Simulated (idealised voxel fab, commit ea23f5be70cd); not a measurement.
process module | voxel wiring stack
cross-section cut | 250 nm wide | cells 5 nm
A cross-section is a grid of square cells, given in bands from the top down. A band is one or more rows of cells.
Each band's line starts with the height of the band's top and of its bottom, in nm. Then come its materials from left to right, each with its width in nm. One material with "throughout" fills the band from edge to edge. "air" is empty space.
Height 0 is the level under which the wafer as received is all one material. The lowest band goes on downwards, as in "0 down".
A width such as "30 to 40" changes by the same amount from each row of cells to the next, from the band's top row to its bottom row.
"no change" after a step means that no cell of the cross-section changed.
closed voids: empty space of 8 cells or more with no open way to the top, each as width x height at its distance from the left edge, in nm
after a step's settings: what the simulator itself notes on the step
overlay nm, on a step with a mask: how far to the right of its planned place the mask lay; to the left if negative
plan
1 op RECEIVE | material Si
2 op CONFORMAL_DEP | material SiO2 | thk nm 10
3 op CONFORMAL_DEP | material SiN | thk nm 5
4 op DIRECTIONAL_DEP | material SiO2 | thk nm 15
5 op MASKED_ETCH | tone open | mask id METAL_1 | width nm 25 | pitch nm 50 | etch materials SiO2 | depth nm 15 | overlay nm 0
6 op MASKED_ETCH | tone open | mask id METAL_1 | width nm 25 | pitch nm 50 | etch materials SiN | depth nm 5 | overlay nm 0
7 op CONFORMAL_DEP | material TiN | thk nm 5
8 op FILL_DEP | material Cu | thk nm 10
9 op CMP | height nm 30
10 op EPI | material Ru | thk nm 5
11 op FILL_DEP | material SiCN | thk nm 5
12 op DIRECTIONAL_DEP | material lowk | thk nm 15
13 op MASKED_ETCH | tone open | mask id PLUG_1 | width nm 15 | pitch nm 50 | etch materials lowk | depth nm 15 | overlay nm 0
14 op MASKED_ETCH | tone open | mask id PLUG_1 | width nm 15 | pitch nm 50 | etch materials SiCN | depth nm 5 | overlay nm 0
15 op EPI | material Ru | thk nm 10
16 op EPI | material Ru | thk nm 10
17 op CONFORMAL_DEP | material SiN | thk nm 5
18 op DIRECTIONAL_DEP | material SiO2 | thk nm 25
19 op PATTERN | tone open | mask id METAL_2 | material resist | width nm 25 | pitch nm 50 | thk nm 20 | overlay nm 0
20 op DIRECTIONAL_ETCH | etch materials SiO2 | depth nm 25
21 op DIRECTIONAL_ETCH | etch materials SiN | depth nm 5
22 op STRIP | etch materials resist
23 op CONFORMAL_DEP | material TiN | thk nm 5
24 op FILL_DEP | material Cu | thk nm 5
25 op CMP | height nm 85
26 op CONFORMAL_DEP | material SiN | thk nm 5
as received, after step 1
  0 down: Si throughout
  closed voids: none
a wafer at the end: this start, this plan, one mistake
  90 to 85: SiN throughout
  85 to 70: SiO2 85 | TiN 5 | Cu 15 | TiN 5 | SiO2 25 | TiN 5 | Cu 15 | TiN 5 | SiO2 90
  70 to 65: SiO2 70 | SiN 15 | TiN 25 | SiN 5 | SiO2 5 | SiN 15 | TiN 25 | SiN 5 | SiO2 85
  65 to 60: SiO2 70 | SiN 5 | Ru 35 | SiN 5 | SiO2 5 | SiN 5 | Ru 35 | SiN 5 | SiO2 85
  60 to 55: SiN 75 | Ru 35 | SiN 15 | Ru 35 | SiN 90
  55 to 40: lowk 85 | Ru 15 | lowk 35 | Ru 15 | lowk 100
  40 to 30: SiCN 85 to 80 | Ru 15 to 35 | SiCN 35 to 15 | Ru 15 to 35 | SiCN 100 to 85
  30 to 15: SiO2 85 | TiN 5 | Cu 15 | TiN 5 | SiO2 25 | TiN 5 | Cu 15 | TiN 5 | SiO2 90
  15 to 10: SiN 85 | TiN 25 | SiN 25 | TiN 25 | SiN 90
  10 to 0: SiO2 throughout
  0 down: Si throughout
  closed voids: none
what went wrong: one of the steps 15 and 16, which are alike, was run twice
